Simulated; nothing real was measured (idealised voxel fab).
Process module heading - voxel ribs on slabs
Section shown: cut. Width: 250 nm. Cell size: 5 nm, square.
We lay out every cross-section as a grid of square cells and spell it out in bands from the top down, where one band means one or more rows of cells. Within each band entry, the heights of the top and of the bottom of the band appear first, in that order and in nm; the materials of the band then follow from left to right, each with its corresponding width in nm. The designation "everywhere" on a single material indicates that it fills the band from edge to edge; the designation "empty" indicates empty space. Height datum 0, below which the as-received substrate wafer is one material. Lowest band open at the bottom, running downward: "top 0, no bottom". It should be noted that a width expressed as "30 to 40" varies in equal increments from row to row of cells within the band, taking the value of the first number at the top row and that of the second number at the bottom row. The designation "all unchanged", where it is given for a processing step, indicates that no cell of the cross-section was altered in the course of that step. You'll see "Closed empty spaces" listing empty spaces that have no way open to the top, as long as they're 8 cells or more; the notation is width x height at distance, where the distance is from the left edge, and all of it is in nm. Anything after a step's settings on that line? It's the simulator's own note about the step. overlay nm: on a step with a mask, how far right of its planned place the mask lay; negative means left.

Planned step list for the process:
1) RECEIVE,material Si
2) DIRECTIONAL_DEP,material SiO2,thk nm 30
3) DIRECTIONAL_DEP,material SiN,thk nm 15
4) PATTERN,tone cover,mask id RIB,material resist,width nm 25,thk nm 15,overlay nm 0
5) DIRECTIONAL_ETCH,etch materials SiN,depth nm 5
6) STRIP,etch materials resist
7) MASKED_ETCH,tone cover,mask id SLAB,width nm 75,etch materials SiN,depth nm 10,overlay nm -15
8) FILL_DEP,material SiO2,thk nm 25
9) CMP,height nm 60
10) DIRECTIONAL_DEP,material TiN,thk nm 10
11) DIRECTIONAL_DEP,material aC,thk nm 10
12) PATTERN,tone cover,mask id HEATER,material resist,width nm 35,thk nm 30,overlay nm 0
13) DIRECTIONAL_ETCH,etch materials aC,depth nm 10
14) STRIP,etch materials resist
15) DIRECTIONAL_ETCH,etch materials TiN,depth nm 10
16) STRIP,etch materials aC
17) CONFORMAL_DEP,material SiN,thk nm 5
Heads up: all these wafers start the same, and what changes between them is the overlay nm in step 7. The value you see in the plan is just what the first wafer got.

First of several wafers (as received, post step 1), cross-sectional view:
* top 0, no bottom: Si everywhere
* Closed empty spaces: none

Per wafer (row), end of module: delta in cells per material since receipt, (+) for gained, (-) for lost; closed voids after that:
overlay nm -15 | +89 SiN | +565 SiO2 | +14 TiN | Closed empty spaces: none
overlay nm -10 | +89 SiN | +565 SiO2 | +14 TiN | Closed empty spaces: none
overlay nm -5 | +89 SiN | +565 SiO2 | +14 TiN | Closed empty spaces: none
overlay nm 0 | +89 SiN | +565 SiO2 | +14 TiN | Closed empty spaces: none
overlay nm 5 | +89 SiN | +565 SiO2 | +14 TiN | Closed empty spaces: none
overlay nm 10 | +89 SiN | +565 SiO2 | +14 TiN | Closed empty spaces: none
overlay nm 15 | +89 SiN | +565 SiO2 | +14 TiN | Closed empty spaces: none
